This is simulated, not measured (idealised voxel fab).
process module | voxel trench capacitor
cross-section cut | 185 nm wide | cells 5 nm
A cross-section is a grid of square cells, given in bands from the top down. A band is one or more rows of cells.
Each band's line starts with the height of the band's top and of its bottom, in nm. Then come its materials from left to right, each with its width in nm. One material with "throughout" fills the band from edge to edge. "air" is empty space.
Height 0 is the level under which the wafer as received is all one material. The lowest band goes on downwards, as in "0 down".
A width such as "30 to 40" changes by the same amount from each row of cells to the next, from the band's top row to its bottom row.
"no change" after a step means that no cell of the cross-section changed.
closed voids: empty space of 8 cells or more with no open way to the top, each as width x height at its distance from the left edge, in nm
after a step's settings: what the simulator itself notes on the step
overlay nm, on a step with a mask: how far to the right of its planned place the mask lay; to the left if negative
plan
1 op RECEIVE | material Si
2 op CONFORMAL_DEP | material SiN | thk nm 10
3 op DIRECTIONAL_DEP | material aC | thk nm 15
4 op PATTERN | tone open | mask id TRENCH | material resist | width nm 30 | pitch nm 50 | thk nm 35 | overlay nm 0
5 op DIRECTIONAL_ETCH | etch materials aC | depth nm 15
6 op STRIP | etch materials resist
7 op DIRECTIONAL_ETCH | etch materials SiN | depth nm 10
8 op DIRECTIONAL_ETCH | etch materials Si | depth nm 25
9 op STRIP | etch materials aC
10 op CONFORMAL_DEP | material Al2O3 | thk nm 5
11 op CONFORMAL_DEP | material TiN | thk nm 5
12 op FILL_DEP | material W | thk nm 5
13 op CMP | height nm 10
as received, after step 1
  0 down: Si throughout
  closed voids: none
first wafer at the end, as planned
  10 to 0: SiN 50 | Al2O3 5 | TiN 5 | W 10 | TiN 5 | Al2O3 5 | SiN 20 | Al2O3 5 | TiN 5 | W 10 | TiN 5 | Al2O3 5 | SiN 55
  0 to -15: Si 50 | Al2O3 5 | TiN 5 | W 10 | TiN 5 | Al2O3 5 | Si 20 | Al2O3 5 | TiN 5 | W 10 | TiN 5 | Al2O3 5 | Si 55
  -15 to -20: Si 50 | Al2O3 5 | TiN 20 | Al2O3 5 | Si 20 | Al2O3 5 | TiN 20 | Al2O3 5 | Si 55
  -20 to -25: Si 50 | Al2O3 30 | Si 20 | Al2O3 30 | Si 55
  -25 down: Si throughout
  closed voids: none
second wafer at the end: like start, like plan, one mistake
  10 to 0: W 40 | TiN 5 | Al2O3 5 | SiN 30 | Al2O3 5 | TiN 10 | Al2O3 5 | SiN 30 | Al2O3 5 | TiN 5 | W 45
  0 to -15: W 40 | TiN 5 | Al2O3 5 | Si 30 | Al2O3 5 | TiN 10 | Al2O3 5 | Si 30 | Al2O3 5 | TiN 5 | W 45
  -15 to -20: TiN 45 | Al2O3 5 | Si 30 | Al2O3 5 | TiN 10 | Al2O3 5 | Si 30 | Al2O3 5 | TiN 50
  -20 to -25: Al2O3 50 | Si 30 | Al2O3 20 | Si 30 | Al2O3 55
  -25 down: Si throughout
  closed voids: none
what went wrong: step 4 ran as: op PATTERN | tone cover | mask id TRENCH | material resist | width nm 30 | pitch nm 50 | thk nm 35 | overlay nm 0
at the end the second wafer has, in cells: 13 more of Al2O3 | 65 fewer of Si | 26 fewer of SiN | 13 more of TiN | 65 more of W
